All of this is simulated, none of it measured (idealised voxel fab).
Module name: voxel fin reveal (process module)
FYI the section here is cut, 295 nm wide, cells are 5 nm squares.
Think of the cross-section as a grid of square cells. We describe it in bands, top to bottom, and each band covers one or more rows of those cells. It is stipulated that each band's entry specify, in nanometres, the height of the top of the band and then that of its bottom, followed by the materials of the band in left-to-right sequence, each together with its width in nanometres. A single material marked by the word "edge to edge" is understood to fill the band from edge to edge; the word "empty" is understood to denote empty space. Height datum 0, below which the as-received substrate wafer is one material. Lowest band open at the bottom, running downward: "from 0 down". Note: "30->40" means the width goes from the first number (top row of the band) to the second number (bottom row) in equal steps per row of cells. "nothing was modified" after a step means that no cell of the cross-section changed. Non-vented voids: empty space of 8 cells or more with no open way to the top, each as width x height at its distance from the left edge, in nm. It should be noted that, on the line of a given step, the content following the step's settings is a remark produced by the simulator itself with respect to that step. overlay nm: step with mask; distance mask lay right of planned place; negative value = left of planned place.
Below is the list of planned process steps:
1) RECEIVE, material Si
2) CONFORMAL_DEP, material SiN, thk nm 10
3) MASKED_ETCH, tone cover, mask id FINS, width nm 15, pitch nm 40, etch materials SiN, depth nm 10, overlay nm 0
4) MASKED_ETCH, tone cover, mask id FINS, width nm 15, pitch nm 40, etch materials Si, depth nm 30, overlay nm 0
5) FILL_DEP, material SiO2, thk nm 5
6) CMP, height nm 10
7) SELECTIVE_ETCH, etch materials SiO2, depth nm 30
8) STRIP, etch materials SiN
9) CONFORMAL_DEP, material HfO2, thk nm 5
First wafer of two (run as planned):
Wafer at receipt (post step 1), cross-section:
  from 0 down = Si edge to edge
  Non-vented voids: none
The wafer, seen in cross-section, after step 2:
  from 10 to 0 = SiN edge to edge
  Note: structure below 0 unchanged.
The wafer, seen in cross-section, after step 3:
  from 10 to 0 = empty=100 / SiN=15 / empty=25 / SiN=15 / empty=25 / SiN=15 / empty=100
  Note: structure below 0 unchanged.
The wafer, seen in cross-section, after step 4:
  from 10 to 0 = empty=100 / SiN=15 / empty=25 / SiN=15 / empty=25 / SiN=15 / empty=100
  from 0 to -30 = empty=100 / Si=15 / empty=25 / Si=15 / empty=25 / Si=15 / empty=100
  Note: structure below -30 unchanged.
The wafer, seen in cross-section, after step 5:
  from 15 to 10 = SiO2 edge to edge
  from 10 to 0 = SiO2=100 / SiN=15 / SiO2=25 / SiN=15 / SiO2=25 / SiN=15 / SiO2=100
  from 0 to -30 = SiO2=100 / Si=15 / SiO2=25 / Si=15 / SiO2=25 / Si=15 / SiO2=100
  Note: structure below -30 unchanged.
The wafer, seen in cross-section, after step 6:
  from 10 to 0 = SiO2=100 / SiN=15 / SiO2=25 / SiN=15 / SiO2=25 / SiN=15 / SiO2=100
  Note: structure below 0 unchanged.
The wafer, seen in cross-section, after step 7:
  from 10 to 0 = empty=100 / SiN=15 / empty=25 / SiN=15 / empty=25 / SiN=15 / empty=100
  from 0 to -20 = empty=100 / Si=15 / empty=25 / Si=15 / empty=25 / Si=15 / empty=100
  Note: structure below -20 unchanged.
The wafer, seen in cross-section, after step 8:
  from 0 to -20 = empty=100 / Si=15 / empty=25 / Si=15 / empty=25 / Si=15 / empty=100
  Note: structure below -20 unchanged.
The wafer, seen in cross-section, after step 9:
  from 5 to 0 = empty=95 / HfO2=25 / empty=15 / HfO2=25 / empty=15 / HfO2=25 / empty=95
  from 0 to -15 = empty=95 / HfO2=5 / Si=15 / HfO2=5 / empty=15 / HfO2=5 / Si=15 / HfO2=5 / empty=15 / HfO2=5 / Si=15 / HfO2=5 / empty=95
  from -15 to -20 = HfO2=100 / Si=15 / HfO2=25 / Si=15 / HfO2=25 / Si=15 / HfO2=100
  Note: structure below -20 unchanged.
Second Wafer (Identical Start and Plan, One Processing Error; Matches First Wafer Through Step 8):
Second wafer profile in section, at the moment step 9 of the plan was meant to be complete: nothing was modified
Diagnosis: the plan's step 9 was left out and never carried out
Final comparison by cell count, materials where the second wafer has more or fewer than the first: HfO2 -83
